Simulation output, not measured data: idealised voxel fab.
Presented below is a process module, voxel quadruple lines.
Square cells of 5 nm make up the cross-section cut, whose width is 215 nm.
A cross-section in this document is a grid of square cells, and it is written down as bands, the top band listed before the ones below it; a band is made up of one or more rows of cells. Top height, bottom height, nm. Materials left to right, width each, nm. Single material + "throughout" = fills band edge to edge. "empty" = empty. Where do heights start? At 0: under that level the wafer as delivered is made of one material only. And the lowest band has no floor; it just carries on downward, as in "0 nm and below". Per-row width for "30..40": begins at first number (top row of band), ends at second number (bottom row), increment between rows held constant. Step marked "everything unchanged"? Then no cell in the cross-section changed in it. Empty spaces counting at least 8 cells and having no open way to the top are listed in "Enclosed void catalog". The notation width x height at distance is used for each, the distance being from the left edge and all three values in nm. On a step's line, text after the settings is the simulator commenting on that step. Regarding "overlay nm": on a step with a mask, it is the distance the mask lay to the right of its planned place; a negative value places it to the left.
# These are the steps we planned for the process
1 RECEIVE (material Si)
2 CONFORMAL_DEP (material Al2O3; thk nm 10)
3 DIRECTIONAL_DEP (material W; thk nm 15)
4 DIRECTIONAL_DEP (material polySi; thk nm 20)
5 DIRECTIONAL_DEP (material aC; thk nm 20)
6 PATTERN (tone cover; mask id MANDREL; material resist; width nm 25; thk nm 25; overlay nm 0)
7 DIRECTIONAL_ETCH (etch materials aC; depth nm 20)
8 STRIP (etch materials resist)
9 CONFORMAL_DEP (material SiO2; thk nm 15)
10 DIRECTIONAL_ETCH (etch materials SiO2; depth nm 15)
11 STRIP (etch materials aC)
12 DIRECTIONAL_ETCH (etch materials polySi; depth nm 20)
13 STRIP (etch materials SiO2)
14 CONFORMAL_DEP (material SiCN; thk nm 5)
15 DIRECTIONAL_ETCH (etch materials SiCN; depth nm 5)
16 STRIP (etch materials polySi)
17 DIRECTIONAL_ETCH (etch materials W; depth nm 15)
18 STRIP (etch materials SiCN)
19 FILL_DEP (material SiO2; thk nm 5)
20 CMP (height nm 25)
# First of two wafers, processed according to plan
# As-received wafer cross-section (after step 1)
	0 nm and below: Si throughout
	Enclosed void catalog: none
# Cross-section through the wafer, step 2 finished
	10 nm to 0 nm: Al2O3 throughout
	Anything lower than 0 is untouched.
# Cross-section through the wafer, step 3 finished
	25 nm to 10 nm: W throughout
	Anything lower than 10 is untouched.
# Cross-section through the wafer, step 4 finished
	45 nm to 25 nm: polySi throughout
	Anything lower than 25 is untouched.
# Cross-section through the wafer, step 5 finished
	65 nm to 45 nm: aC throughout
	Anything lower than 45 is untouched.
# Cross-section through the wafer, step 6 finished
	90 nm to 65 nm: 95 nm empty, 25 nm resist, 95 nm empty
	Anything lower than 65 is untouched.
# Cross-section through the wafer, step 7 finished
	70 nm to 65 nm: 95 nm empty, 25 nm resist, 95 nm empty
	65 nm to 45 nm: 95 nm empty, 25 nm aC, 95 nm empty
	Anything lower than 45 is untouched.
# Cross-section through the wafer, step 8 finished
	65 nm to 45 nm: 95 nm empty, 25 nm aC, 95 nm empty
	Anything lower than 45 is untouched.
# Cross-section through the wafer, step 9 finished
	80 nm to 65 nm: 80 nm empty, 55 nm SiO2, 80 nm empty
	65 nm to 60 nm: 80 nm empty, 15 nm SiO2, 25 nm aC, 15 nm SiO2, 80 nm empty
	60 nm to 45 nm: 95 nm SiO2, 25 nm aC, 95 nm SiO2
	Anything lower than 45 is untouched.
# Cross-section through the wafer, step 10 finished
	65 nm to 45 nm: 80 nm empty, 15 nm SiO2, 25 nm aC, 15 nm SiO2, 80 nm empty
	Anything lower than 45 is untouched.
# Cross-section through the wafer, step 11 finished
	65 nm to 45 nm: 80 nm empty, 15 nm SiO2, 25 nm empty, 15 nm SiO2, 80 nm empty
	Anything lower than 45 is untouched.
# Cross-section through the wafer, step 12 finished
	65 nm to 45 nm: 80 nm empty, 15 nm SiO2, 25 nm empty, 15 nm SiO2, 80 nm empty
	45 nm to 25 nm: 80 nm empty, 15 nm polySi, 25 nm empty, 15 nm polySi, 80 nm empty
	Anything lower than 25 is untouched.
# Cross-section through the wafer, step 13 finished
	45 nm to 25 nm: 80 nm empty, 15 nm polySi, 25 nm empty, 15 nm polySi, 80 nm empty
	Anything lower than 25 is untouched.
# Cross-section through the wafer, step 14 finished
	50 nm to 45 nm: 75 nm empty, 25 nm SiCN, 15 nm empty, 25 nm SiCN, 75 nm empty
	45 nm to 30 nm: 75 nm empty, 5 nm SiCN, 15 nm polySi, 5 nm SiCN, 15 nm empty, 5 nm SiCN, 15 nm polySi, 5 nm SiCN, 75 nm empty
	30 nm to 25 nm: 80 nm SiCN, 15 nm polySi, 25 nm SiCN, 15 nm polySi, 80 nm SiCN
	Anything lower than 25 is untouched.
# Cross-section through the wafer, step 15 finished
	45 nm to 25 nm: 75 nm empty, 5 nm SiCN, 15 nm polySi, 5 nm SiCN, 15 nm empty, 5 nm SiCN, 15 nm polySi, 5 nm SiCN, 75 nm empty
	Anything lower than 25 is untouched.
# Cross-section through the wafer, step 16 finished
	45 nm to 25 nm: 75 nm empty, 5 nm SiCN, 15 nm empty, 5 nm SiCN, 15 nm empty, 5 nm SiCN, 15 nm empty, 5 nm SiCN, 75 nm empty
	Anything lower than 25 is untouched.
# Cross-section through the wafer, step 17 finished
	45 nm to 25 nm: 75 nm empty, 5 nm SiCN, 15 nm empty, 5 nm SiCN, 15 nm empty, 5 nm SiCN, 15 nm empty, 5 nm SiCN, 75 nm empty
	25 nm to 10 nm: 75 nm empty, 5 nm W, 15 nm empty, 5 nm W, 15 nm empty, 5 nm W, 15 nm empty, 5 nm W, 75 nm empty
	Anything lower than 10 is untouched.
# Cross-section through the wafer, step 18 finished
	25 nm to 10 nm: 75 nm empty, 5 nm W, 15 nm empty, 5 nm W, 15 nm empty, 5 nm W, 15 nm empty, 5 nm W, 75 nm empty
	Anything lower than 10 is untouched.
# Cross-section through the wafer, step 19 finished
	30 nm to 25 nm: SiO2 throughout
	25 nm to 10 nm: 75 nm SiO2, 5 nm W, 15 nm SiO2, 5 nm W, 15 nm SiO2, 5 nm W, 15 nm SiO2, 5 nm W, 75 nm SiO2
	Anything lower than 10 is untouched.
# Cross-section through the wafer, step 20 finished
	25 nm to 10 nm: 75 nm SiO2, 5 nm W, 15 nm SiO2, 5 nm W, 15 nm SiO2, 5 nm W, 15 nm SiO2, 5 nm W, 75 nm SiO2
	Anything lower than 10 is untouched.
# What follows concerns the second wafer, which started out like the first and was meant to follow the very same plan; one mistake crept in when it was run, but everything up to and including step 1 is the same as for the first wafer
# The second wafer in cross-section, at the planned close of step 2
	15 nm to 0 nm: Al2O3 throughout
	Anything lower than 0 is untouched.
# The second wafer in cross-section, at the planned close of step 3
	30 nm to 15 nm: W throughout
	Anything lower than 15 is untouched.
# The second wafer in cross-section, at the planned close of step 4
	50 nm to 30 nm: polySi throughout
	Anything lower than 30 is untouched.
# The second wafer in cross-section, at the planned close of step 5
	70 nm to 50 nm: aC throughout
	Anything lower than 50 is untouched.
# The second wafer in cross-section, at the planned close of step 6
	95 nm to 70 nm: 95 nm empty, 25 nm resist, 95 nm empty
	Anything lower than 70 is untouched.
# The second wafer in cross-section, at the planned close of step 7
	75 nm to 70 nm: 95 nm empty, 25 nm resist, 95 nm empty
	70 nm to 50 nm: 95 nm empty, 25 nm aC, 95 nm empty
	Anything lower than 50 is untouched.
# The second wafer in cross-section, at the planned close of step 8
	70 nm to 50 nm: 95 nm empty, 25 nm aC, 95 nm empty
	Anything lower than 50 is untouched.
# The second wafer in cross-section, at the planned close of step 9
	85 nm to 70 nm: 80 nm empty, 55 nm SiO2, 80 nm empty
	70 nm to 65 nm: 80 nm empty, 15 nm SiO2, 25 nm aC, 15 nm SiO2, 80 nm empty
	65 nm to 50 nm: 95 nm SiO2, 25 nm aC, 95 nm SiO2
	Anything lower than 50 is untouched.
# The second wafer in cross-section, at the planned close of step 10
	70 nm to 50 nm: 80 nm empty, 15 nm SiO2, 25 nm aC, 15 nm SiO2, 80 nm empty
	Anything lower than 50 is untouched.
# The second wafer in cross-section, at the planned close of step 11
	70 nm to 50 nm: 80 nm empty, 15 nm SiO2, 25 nm empty, 15 nm SiO2, 80 nm empty
	Anything lower than 50 is untouched.
# The second wafer in cross-section, at the planned close of step 12
	70 nm to 50 nm: 80 nm empty, 15 nm SiO2, 25 nm empty, 15 nm SiO2, 80 nm empty
	50 nm to 30 nm: 80 nm empty, 15 nm polySi, 25 nm empty, 15 nm polySi, 80 nm empty
	Anything lower than 30 is untouched.
# The second wafer in cross-section, at the planned close of step 13
	50 nm to 30 nm: 80 nm empty, 15 nm polySi, 25 nm empty, 15 nm polySi, 80 nm empty
	Anything lower than 30 is untouched.
# The second wafer in cross-section, at the planned close of step 14
	55 nm to 50 nm: 75 nm empty, 25 nm SiCN, 15 nm empty, 25 nm SiCN, 75 nm empty
	50 nm to 35 nm: 75 nm empty, 5 nm SiCN, 15 nm polySi, 5 nm SiCN, 15 nm empty, 5 nm SiCN, 15 nm polySi, 5 nm SiCN, 75 nm empty
	35 nm to 30 nm: 80 nm SiCN, 15 nm polySi, 25 nm SiCN, 15 nm polySi, 80 nm SiCN
	Anything lower than 30 is untouched.
# The second wafer in cross-section, at the planned close of step 15
	50 nm to 30 nm: 75 nm empty, 5 nm SiCN, 15 nm polySi, 5 nm SiCN, 15 nm empty, 5 nm SiCN, 15 nm polySi, 5 nm SiCN, 75 nm empty
	Anything lower than 30 is untouched.
# The second wafer in cross-section, at the planned close of step 16
	50 nm to 30 nm: 75 nm empty, 5 nm SiCN, 15 nm empty, 5 nm SiCN, 15 nm empty, 5 nm SiCN, 15 nm empty, 5 nm SiCN, 75 nm empty
	Anything lower than 30 is untouched.
# The second wafer in cross-section, at the planned close of step 17
	50 nm to 30 nm: 75 nm empty, 5 nm SiCN, 15 nm empty, 5 nm SiCN, 15 nm empty, 5 nm SiCN, 15 nm empty, 5 nm SiCN, 75 nm empty
	30 nm to 15 nm: 75 nm empty, 5 nm W, 15 nm empty, 5 nm W, 15 nm empty, 5 nm W, 15 nm empty, 5 nm W, 75 nm empty
	Anything lower than 15 is untouched.
# The second wafer in cross-section, at the planned close of step 18
	30 nm to 15 nm: 75 nm empty, 5 nm W, 15 nm empty, 5 nm W, 15 nm empty, 5 nm W, 15 nm empty, 5 nm W, 75 nm empty
	Anything lower than 15 is untouched.
# The second wafer in cross-section, at the planned close of step 19
	35 nm to 30 nm: SiO2 throughout
	30 nm to 15 nm: 75 nm SiO2, 5 nm W, 15 nm SiO2, 5 nm W, 15 nm SiO2, 5 nm W, 15 nm SiO2, 5 nm W, 75 nm SiO2
	Anything lower than 15 is untouched.
# The second wafer in cross-section, at the planned close of step 20
	25 nm to 15 nm: 75 nm SiO2, 5 nm W, 15 nm SiO2, 5 nm W, 15 nm SiO2, 5 nm W, 15 nm SiO2, 5 nm W, 75 nm SiO2
	Anything lower than 15 is untouched.
What was the processing mistake? step 2 ran with different settings than intended, the actual operation and settings being CONFORMAL_DEP (material Al2O3; thk nm 15)
Wrapping up, a cell-based count of both wafers puts the second over or under the first for these materials: 43 more of Al2O3; 39 fewer of SiO2; 4 fewer of W
